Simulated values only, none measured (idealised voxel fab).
You're looking at the process module voxel released beams.
cross-section cut | 225 nm wide | cells 5 nm
A cross-section is a grid of square cells, given in bands from the top down. A band is one or more rows of cells.
Band: top height; bottom height; in nm. Then, left to right: material with width in nm, for each material. "edge to edge": a single material spanning edge to edge. "blank": empty space.
Basically, 0 is our baseline, since under it the wafer straight out of the box is all one material. The bottom band has no lower end and keeps on going down, so it looks like "top 0, no bottom".
Think of "30 to 40" as a width that walks from the first number to the second as you go down the band, top row to bottom row, taking equal-sized steps from row to row.
The cross-section has no changed cell in any step marked "left unchanged".
For the entry "Sealed void inventory", the listed items are empty spaces with no open way to the top whose size is 8 cells or more; each item follows the pattern width x height at distance, where distance is from the left edge and all three are in nm.
Step line, after settings: the simulator's comment on this step.
A step line may carry the setting "overlay nm", which, for steps involving a mask, states the distance by which the mask lay to the right of its intended position; negative values denote displacement to the left.

## Below is the list of planned process steps
1. op RECEIVE | material Si
2. op CONFORMAL_DEP | material Al2O3 | thk nm 10
3. op DIRECTIONAL_DEP | material SiO2 | thk nm 20
4. op DIRECTIONAL_DEP | material aC | thk nm 15
5. op PATTERN | tone open | mask id ANCHOR | material resist | width nm 45 | thk nm 35 | overlay nm 0
6. op DIRECTIONAL_ETCH | etch materials aC | depth nm 15
7. op STRIP | etch materials resist
8. op DIRECTIONAL_ETCH | etch materials SiO2 | depth nm 20
9. op STRIP | etch materials aC
10. op CONFORMAL_DEP | material polySi | thk nm 15
11. op PATTERN | tone cover | mask id BEAM | material resist | width nm 120 | thk nm 20 | overlay nm 0
12. op DIRECTIONAL_ETCH | etch materials polySi | depth nm 15
13. op STRIP | etch materials resist
14. op STRIP | etch materials SiO2

## Cross-section of the wafer as it came to us, i.e., already through step 1
  top 0, no bottom | Si edge to edge
  Sealed void inventory: none

## Cross-sectional view of the first of the two wafers upon completion of the module, processed in accordance with the plan
  top 45, bottom 30 | blank (50); polySi (20); blank (15); polySi (85); blank (55)
  top 30, bottom 25 | blank (55); polySi (15); blank (15); polySi (15); blank (125)
  top 25, bottom 10 | blank (55); polySi (45); blank (125)
  top 10, bottom 0 | Al2O3 edge to edge
  top 0, no bottom | Si edge to edge
  Sealed void inventory: none

## Wafer two (of two), end-of-module cross-section: start = wafer one, plan = wafer one, one run mistake
  top 45, bottom 30 | blank (50); polySi (25); blank (15); polySi (80); blank (55)
  top 30, bottom 25 | blank (60); polySi (15); blank (15); polySi (15); blank (120)
  top 25, bottom 10 | blank (60); polySi (45); blank (120)
  top 10, bottom 0 | Al2O3 edge to edge
  top 0, no bottom | Si edge to edge
  Sealed void inventory: none
Against the plan, the run slipped here: off-plan run, step 5, actual operation and settings op PATTERN | tone open | mask id ANCHOR | material resist | width nm 45 | thk nm 35 | overlay nm 5
Both wafers, final: cells per material equal; arrangement not.
